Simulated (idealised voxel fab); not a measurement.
Process module under the name voxel capacitor over wiring
265 nm wide, 5 nm square cells: that's cross-section cut.
A cross-section is a grid of square cells, given in bands from the top down. A band is one or more rows of cells.
Top, bottom (nm), then materials left to right with widths (nm); lone material tagged "edge to edge" fills the whole band edge to edge; "air" = empty space.
The level at which height equals 0 is the one under which the wafer, as it arrives, is entirely one material. No lower edge exists for the bottom band, which continues downward and is notated as in "top 0, no bottom".
Width spec "30 to 40" -> top row of cells at first value, bottom row at second value, equal per-row change in between.
For the purposes of this document, the phrase "all unchanged" attached to a step denotes that no cell within the cross-section was modified by that step.
Under "Cavities, closed" you'll find the enclosed gaps, the ones with no way out to the top, that are 8 cells or bigger; each reads width x height at distance, with distance counted from the left edge, everything in nm.
That trailing text on a step's line, after the settings, is the simulator's own remark on the step.
What "overlay nm" on a step's line means: if the step has a mask, that mask lay this far to the right of its planned place, or, when the value is negative, to the left.

# Process steps foreseen in the plan
1: RECEIVE [material Si]
2: CONFORMAL_DEP [material SiO2] [thk nm 15]
3: CONFORMAL_DEP [material SiCN] [thk nm 5]
4: DIRECTIONAL_DEP [material lowk] [thk nm 20]
5: DIRECTIONAL_DEP [material aC] [thk nm 10]
6: PATTERN [tone open] [mask id METAL_1] [material resist] [width nm 30] [pitch nm 80] [thk nm 25] [overlay nm 0]
7: DIRECTIONAL_ETCH [etch materials aC] [depth nm 10]
8: STRIP [etch materials resist]
9: DIRECTIONAL_ETCH [etch materials lowk] [depth nm 20]
10: DIRECTIONAL_ETCH [etch materials SiCN] [depth nm 5]
11: STRIP [etch materials aC]
12: CONFORMAL_DEP [material TiN] [thk nm 5]
13: FILL_DEP [material Ru] [thk nm 10]
14: CMP [height nm 40]
15: EPI [material Ru] [thk nm 5]
16: FILL_DEP [material SiCN] [thk nm 5]
17: DIRECTIONAL_DEP [material SiO2] [thk nm 20]
18: DIRECTIONAL_DEP [material aC] [thk nm 10]
19: PATTERN [tone open] [mask id PLUG_1] [material resist] [width nm 15] [thk nm 25] [overlay nm 0]
20: DIRECTIONAL_ETCH [etch materials aC] [depth nm 10]
21: STRIP [etch materials resist]
22: DIRECTIONAL_ETCH [etch materials SiO2] [depth nm 20]
23: DIRECTIONAL_ETCH [etch materials SiCN] [depth nm 5]
24: STRIP [etch materials aC]
25: CONFORMAL_DEP [material TiN] [thk nm 5]
26: FILL_DEP [material Cu] [thk nm 5]
27: CMP [height nm 70]
28: DIRECTIONAL_DEP [material TiN] [thk nm 5]
29: DIRECTIONAL_DEP [material SiN] [thk nm 5]
30: DIRECTIONAL_DEP [material TiN] [thk nm 5]
31: DIRECTIONAL_DEP [material aC] [thk nm 15]
32: PATTERN [tone cover] [mask id UPPER_PLATE] [material resist] [width nm 55] [thk nm 30] [overlay nm 0]
33: DIRECTIONAL_ETCH [etch materials aC] [depth nm 15]
34: STRIP [etch materials resist]
35: DIRECTIONAL_ETCH [etch materials TiN] [depth nm 5]
36: DIRECTIONAL_ETCH [etch materials SiN] [depth nm 5]
37: STRIP [etch materials aC]
38: MASKED_ETCH [tone cover] [mask id LOWER_PLATE] [width nm 65] [etch materials TiN] [depth nm 5] [overlay nm 0]
39: FILL_DEP [material SiO2] [thk nm 15]
40: CMP [height nm 95]
41: MASKED_ETCH [tone open] [mask id PLUG_2] [width nm 15] [etch materials SiO2] [depth nm 10] [overlay nm 0]
42: CONFORMAL_DEP [material TiN] [thk nm 5]
43: FILL_DEP [material Cu] [thk nm 5]
44: CMP [height nm 95]
45: CONFORMAL_DEP [material SiCN] [thk nm 5]

# Wafer at receipt (post step 1), cross-section
> top 0, no bottom = Si edge to edge
> Cavities, closed: none

# First of two wafers at the end of the module, shown in cross-section; run carried out as planned
> top 100, bottom 95 = SiCN edge to edge
> top 95, bottom 90 = 100 of SiO2  5 of TiN  5 of Cu  5 of TiN  150 of SiO2
> top 90, bottom 80 = 100 to 90 of SiO2  15 to 55 of TiN  150 to 120 of SiO2
> top 80, bottom 75 = 90 of SiO2  55 of SiN  120 of SiO2
> top 75, bottom 70 = 85 of SiO2  65 of TiN  115 of SiO2
> top 70, bottom 50 = 90 of SiO2  5 of TiN  5 of Cu  5 of TiN  160 of SiO2
> top 50, bottom 45 = 90 of SiCN  15 of TiN  160 of SiCN
> top 45, bottom 40 = 70 of SiCN  40 of Ru  40 of SiCN  40 of Ru  75 of SiCN
> top 40, bottom 20 = 75 of lowk  5 of TiN  20 of Ru  5 of TiN  50 of lowk  5 of TiN  20 of Ru  5 of TiN  80 of lowk
> top 20, bottom 15 = 75 of SiCN  30 of TiN  50 of SiCN  30 of TiN  80 of SiCN
> top 15, bottom 0 = SiO2 edge to edge
> top 0, no bottom = Si edge to edge
> Cavities, closed: none

# End of module, second wafer, cross-section. Started like the first, planned like the first, run with one mistake
> top 100, bottom 95 = SiCN edge to edge
> top 95, bottom 90 = 100 of SiO2  5 of TiN  5 of Cu  5 of TiN  150 of SiO2
> top 90, bottom 85 = 100 of SiO2  15 of TiN  150 of SiO2
> top 85, bottom 80 = SiO2 edge to edge
> top 80, bottom 75 = 90 of SiO2  55 of SiN  120 of SiO2
> top 75, bottom 70 = 85 of SiO2  65 of TiN  115 of SiO2
> top 70, bottom 50 = 90 of SiO2  5 of TiN  5 of Cu  5 of TiN  160 of SiO2
> top 50, bottom 45 = 90 of SiCN  15 of TiN  160 of SiCN
> top 45, bottom 40 = 70 of SiCN  40 of Ru  40 of SiCN  40 of Ru  75 of SiCN
> top 40, bottom 20 = 75 of lowk  5 of TiN  20 of Ru  5 of TiN  50 of lowk  5 of TiN  20 of Ru  5 of TiN  80 of lowk
> top 20, bottom 15 = 75 of SiCN  30 of TiN  50 of SiCN  30 of TiN  80 of SiCN
> top 15, bottom 0 = SiO2 edge to edge
> top 0, no bottom = Si edge to edge
> Cavities, closed: none
What was done differently from what was planned? step 30 of the plan was jumped over and never run
Once processing is complete, comparing cell counts shows that the second wafer has more or fewer of certain materials than the first: +11 SiO2 | -11 TiN
